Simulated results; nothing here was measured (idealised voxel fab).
process module | voxel quadruple lines
Section shown: cut. Width: 270 nm. Cell size: 5 nm, square.
Notation: cross-section as square-cell grid; stated in bands, top first, going down; one or more cell rows per band. It is stipulated that each band's entry specify, in nanometres, the height of the top of the band and then that of its bottom, followed by the materials of the band in left-to-right sequence, each together with its width in nanometres. A single material marked by the word "all across" is understood to fill the band from edge to edge; the word "empty" is understood to denote empty space. For the purposes of this specification, 0 denotes the height below which the wafer in its as-received condition is composed wholly of one material, and the lowermost band, lacking a lower limit, extends downward without end, as expressed in "0 -> down". With a width like "30->40", each row of cells in the band differs from the next by the same amount, the top row carrying the first number and the bottom row the second. Step note "changes: none" = no cross-section cell changed. So "Closed void entries" is basically the list of trapped voids: any empty space of 8 cells or more that can't reach the top through an opening. They're written width x height at distance, the distance being from the left edge, and it's all nm. On a step's line, text after the settings is the simulator commenting on that step. overlay nm: mask offset rightward from planned place, masked step; negative means leftward offset.
# Steps in the process plan
1: op RECEIVE | material Si
2: op CONFORMAL_DEP | material SiO2 | thk nm 10
3: op DIRECTIONAL_DEP | material TiN | thk nm 10
4: op DIRECTIONAL_DEP | material polySi | thk nm 15
5: op DIRECTIONAL_DEP | material aC | thk nm 20
6: op PATTERN | tone cover | mask id MANDREL | material resist | width nm 35 | thk nm 30 | overlay nm 0
7: op DIRECTIONAL_ETCH | etch materials aC | depth nm 20
8: op STRIP | etch materials resist
9: op CONFORMAL_DEP | material SiO2 | thk nm 15
10: op DIRECTIONAL_ETCH | etch materials SiO2 | depth nm 15
11: op STRIP | etch materials aC
12: op DIRECTIONAL_ETCH | etch materials polySi | depth nm 15
13: op STRIP | etch materials SiO2
14: op CONFORMAL_DEP | material SiN | thk nm 10
15: op DIRECTIONAL_ETCH | etch materials SiN | depth nm 10
16: op STRIP | etch materials polySi
17: op DIRECTIONAL_ETCH | etch materials TiN | depth nm 10
18: op STRIP | etch materials SiN
19: op FILL_DEP | material SiO2 | thk nm 5
20: op CMP | height nm 20
# Step 1 complete: cross-section of the wafer as received
- 0 -> down = Si all across
- Closed void entries: none
# The first of the two wafers as seen in cross-section once the module was finished; processing followed the plan
- 20 -> 10 = SiO2: 90 / TiN: 10 / SiO2: 15 / TiN: 10 / SiO2: 15 / TiN: 10 / SiO2: 15 / TiN: 10 / SiO2: 95
- 10 -> 0 = SiO2 all across
- 0 -> down = Si all across
- Closed void entries: none
# Second wafer through the module, sectioned at the end: same beginning and same plan as the first wafer, with one mistake in carrying it out
- 20 -> 10 = SiO2: 100 / TiN: 10 / SiO2: 15 / TiN: 10 / SiO2: 15 / TiN: 10 / SiO2: 15 / TiN: 10 / SiO2: 85
- 10 -> 0 = SiO2 all across
- 0 -> down = Si all across
- Closed void entries: none
Where did the run depart from the plan? step 6, actual vs plan mismatch, actual run op PATTERN | tone cover | mask id MANDREL | material resist | width nm 35 | thk nm 30 | overlay nm 10
Matching per-material cell counts, mismatched positions: that is how the second wafer compares with the first at the end.
